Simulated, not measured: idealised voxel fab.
Process module heading - voxel ribs on slabs
Pictured: cross-section cut, 290 nm wide, on a grid of 5 nm square cells.
Cross-section format: a grid of square cells, given as bands from top to bottom; each band is one or more rows of cells.
Basically the band line says how high the top is and how high the bottom is, in nm, and then what's in it from left to right, every material with its width in nm. Empty space shows up as "empty", and if a single material carries "all across" it runs the full band edge to edge.
Zero point of the height axis is 0; under it, received wafer = one material. Lowest band: continues down indefinitely, "0 down".
Note: "30->40" means the width goes from the first number (top row of the band) to the second number (bottom row) in equal steps per row of cells.
Given "left unchanged" for a step, no cell of the cross-section differs between before and after that step.
Listed in "Closed-off voids": every empty space of 8 or more cells without an open way to the top. Form: width x height at distance, the distance being from the left edge, all in nm.
Text after the settings on a step's line: the simulator's own remark on that step.
For masked steps, "overlay nm" on the step line gives how far right of plan the mask actually lay; a minus sign means it lay to the left.

## Process steps (planned)
step 1: RECEIVE | material Si
step 2: DIRECTIONAL_DEP | material SiO2 | thk nm 20
step 3: DIRECTIONAL_DEP | material polySi | thk nm 25
step 4: DIRECTIONAL_DEP | material aC | thk nm 10
step 5: PATTERN | tone cover | mask id RIB | material resist | width nm 20 | thk nm 25 | overlay nm 0
step 6: DIRECTIONAL_ETCH | etch materials aC | depth nm 10
step 7: STRIP | etch materials resist
step 8: DIRECTIONAL_ETCH | etch materials polySi | depth nm 5
step 9: STRIP | etch materials aC
step 10: PATTERN | tone cover | mask id SLAB | material resist | width nm 70 | thk nm 15 | overlay nm 0
step 11: DIRECTIONAL_ETCH | etch materials polySi | depth nm 20
step 12: STRIP | etch materials resist
step 13: FILL_DEP | material SiO2 | thk nm 30
step 14: CMP | height nm 65
step 15: DIRECTIONAL_DEP | material W | thk nm 5
step 16: MASKED_ETCH | tone cover | mask id HEATER | width nm 30 | etch materials W | depth nm 5 | overlay nm 0
step 17: CONFORMAL_DEP | material SiO2 | thk nm 5

## Below: the first of two wafers, run as planned

## Here's what the wafer looked like in cross-section when it arrived - that's after step 1
- 0 down: Si all across
- Closed-off voids: none

## Cross-section through the wafer, step 2 finished
- 20 to 0: SiO2 all across
- All layers under 0 are left as they were.

## Cross-section through the wafer, step 3 finished
- 45 to 20: polySi all across
- All layers under 20 are left as they were.

## Cross-section through the wafer, step 4 finished
- 55 to 45: aC all across
- All layers under 45 are left as they were.

## Cross-section through the wafer, step 5 finished
- 80 to 55: empty: 135; resist: 20; empty: 135
- All layers under 55 are left as they were.

## Cross-section through the wafer, step 6 finished
- 70 to 55: empty: 135; resist: 20; empty: 135
- 55 to 45: empty: 135; aC: 20; empty: 135
- All layers under 45 are left as they were.

## Cross-section through the wafer, step 7 finished
- 55 to 45: empty: 135; aC: 20; empty: 135
- All layers under 45 are left as they were.

## Cross-section through the wafer, step 8 finished
- 55 to 45: empty: 135; aC: 20; empty: 135
- 45 to 40: empty: 135; polySi: 20; empty: 135
- All layers under 40 are left as they were.

## Cross-section through the wafer, step 9 finished
- 45 to 40: empty: 135; polySi: 20; empty: 135
- All layers under 40 are left as they were.

## Cross-section through the wafer, step 10 finished
- 60 to 45: empty: 110; resist: 70; empty: 110
- 45 to 40: empty: 110; resist: 25; polySi: 20; resist: 25; empty: 110
- All layers under 40 are left as they were.

## Cross-section through the wafer, step 11 finished
- 60 to 45: empty: 110; resist: 70; empty: 110
- 45 to 40: empty: 110; resist: 25; polySi: 20; resist: 25; empty: 110
- 40 to 20: empty: 110; polySi: 70; empty: 110
- All layers under 20 are left as they were.

## Cross-section through the wafer, step 12 finished
- 45 to 40: empty: 135; polySi: 20; empty: 135
- All layers under 40 are left as they were.

## Cross-section through the wafer, step 13 finished
- 75 to 45: SiO2 all across
- 45 to 40: SiO2: 135; polySi: 20; SiO2: 135
- 40 to 20: SiO2: 110; polySi: 70; SiO2: 110
- All layers under 20 are left as they were.

## Cross-section through the wafer, step 14 finished
- 65 to 45: SiO2 all across
- All layers under 45 are left as they were.

## Cross-section through the wafer, step 15 finished
- 70 to 65: W all across
- All layers under 65 are left as they were.

## Cross-section through the wafer, step 16 finished
- 70 to 65: empty: 130; W: 30; empty: 130
- All layers under 65 are left as they were.

## Cross-section through the wafer, step 17 finished
- 75 to 70: empty: 125; SiO2: 40; empty: 125
- 70 to 65: SiO2: 130; W: 30; SiO2: 130
- All layers under 65 are left as they were.

## What follows concerns the second wafer, which started out like the first and was meant to follow the very same plan; one mistake crept in when it was run, but everything up to and including step 15 is the same as for the first wafer

## Second wafer at the planned finish of step 16, seen in cross-section
- 70 to 65: empty: 135; W: 20; empty: 135
- All layers under 65 are left as they were.

## Second wafer at the planned finish of step 17, seen in cross-section
- 75 to 70: empty: 130; SiO2: 30; empty: 130
- 70 to 65: SiO2: 135; W: 20; SiO2: 135
- All layers under 65 are left as they were.
So what did we get wrong on this run? step 16: run off-plan, actual operation and settings MASKED_ETCH | tone cover | mask id HEATER | width nm 20 | etch materials W | depth nm 5 | overlay nm 0
FYI, end of process, the second wafer has more or fewer cells of some materials than the first: W: 2 fewer
